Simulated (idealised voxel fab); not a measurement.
process module | voxel gate over fins
We display cut, a cross-section 280 nm in width whose square cells are each 5 nm.
Cross-section format: a grid of square cells, given as bands from top to bottom; each band is one or more rows of cells. Read a band's entry like this: the first values are the height of its top and the height of its bottom in nm, and what follows is the sequence of materials from left to right, each with its width in nm. Note that "blank" is empty space, and that a single material marked "everywhere" reaches across the band from edge to edge. Heads up on the height convention: 0 is the point under which the incoming wafer is all one material, and the lowest band has no bottom, it just keeps going down, like "0..down". A width such as "30->40" changes by the same amount from each row of cells to the next, from the band's top row to its bottom row. Where the words "identical to before" appear for a step, the cross-section shows no cell changed by that step; every cell remained as before. "Completely sealed voids" contains a list of empty spaces, each no smaller than 8 cells and without an open way to the top, written in the form width x height at distance with the distance from the left edge and all three in nm. It should be noted that, on the line of a given step, the content following the step's settings is a remark produced by the simulator itself with respect to that step. overlay nm, on a step with a mask: how far to the right of its planned place the mask lay; to the left if negative.
Listed below are the process steps as planned
| 1 | RECEIVE | material Si |
| 2 | CONFORMAL_DEP | material SiN | thk nm 5 |
| 3 | PATTERN | tone cover | mask id FINS | material resist | width nm 15 | pitch nm 45 | thk nm 20 | overlay nm 0 |
| 4 | DIRECTIONAL_ETCH | etch materials SiN | depth nm 5 |
| 5 | DIRECTIONAL_ETCH | etch materials Si | depth nm 30 |
| 6 | STRIP | etch materials resist |
| 7 | FILL_DEP | material SiO2 | thk nm 5 |
| 8 | CMP | height nm 5 |
| 9 | SELECTIVE_ETCH | etch materials SiO2 | depth nm 15 |
| 10 | STRIP | etch materials SiN |
| 11 | CONFORMAL_DEP | material HfO2 | thk nm 5 |
| 12 | CONFORMAL_DEP | material TiN | thk nm 5 |
| 13 | FILL_DEP | material W | thk nm 10 |
| 14 | CMP | height nm 15 |
| 15 | CONFORMAL_DEP | material SiCN | thk nm 5 |
Delivered wafer in cross-section: state after step 1
> 0..down | Si everywhere
> Completely sealed voids: none
The first of two wafers, cross-sectioned at the end of the module, with the run proceeding as planned
> 20..15 | SiCN everywhere
> 15..10 | W everywhere
> 10..5 | W=100 / TiN=35 / W=10 / TiN=35 / W=100
> 5..0 | W=100 / TiN=5 / HfO2=25 / TiN=5 / W=10 / TiN=5 / HfO2=25 / TiN=5 / W=100
> 0..-5 | TiN=105 / HfO2=5 / Si=15 / HfO2=5 / TiN=20 / HfO2=5 / Si=15 / HfO2=5 / TiN=105
> -5..-10 | HfO2=110 / Si=15 / HfO2=30 / Si=15 / HfO2=110
> -10..-30 | SiO2=110 / Si=15 / SiO2=30 / Si=15 / SiO2=110
> -30..down | Si everywhere
> Completely sealed voids: none
Cross-section, second wafer: same start as the first, same plan as the first, one mistake in running it; taken at the end of the module
> 20..15 | SiCN everywhere
> 15..5 | W everywhere
> 5..0 | W=105 / TiN=25 / W=20 / TiN=25 / W=105
> 0..-5 | W=105 / TiN=5 / Si=15 / TiN=5 / W=20 / TiN=5 / Si=15 / TiN=5 / W=105
> -5..-10 | TiN=110 / Si=15 / TiN=30 / Si=15 / TiN=110
> -10..-30 | SiO2=110 / Si=15 / SiO2=30 / Si=15 / SiO2=110
> -30..down | Si everywhere
> Completely sealed voids: none
In executing the process, a mistake was made relative to the plan: it should be noted that step 11 of the plan was omitted and was not performed
Final wafer comparison in cells, second versus first, more or fewer per material: 64 fewer of HfO2 | 64 more of W
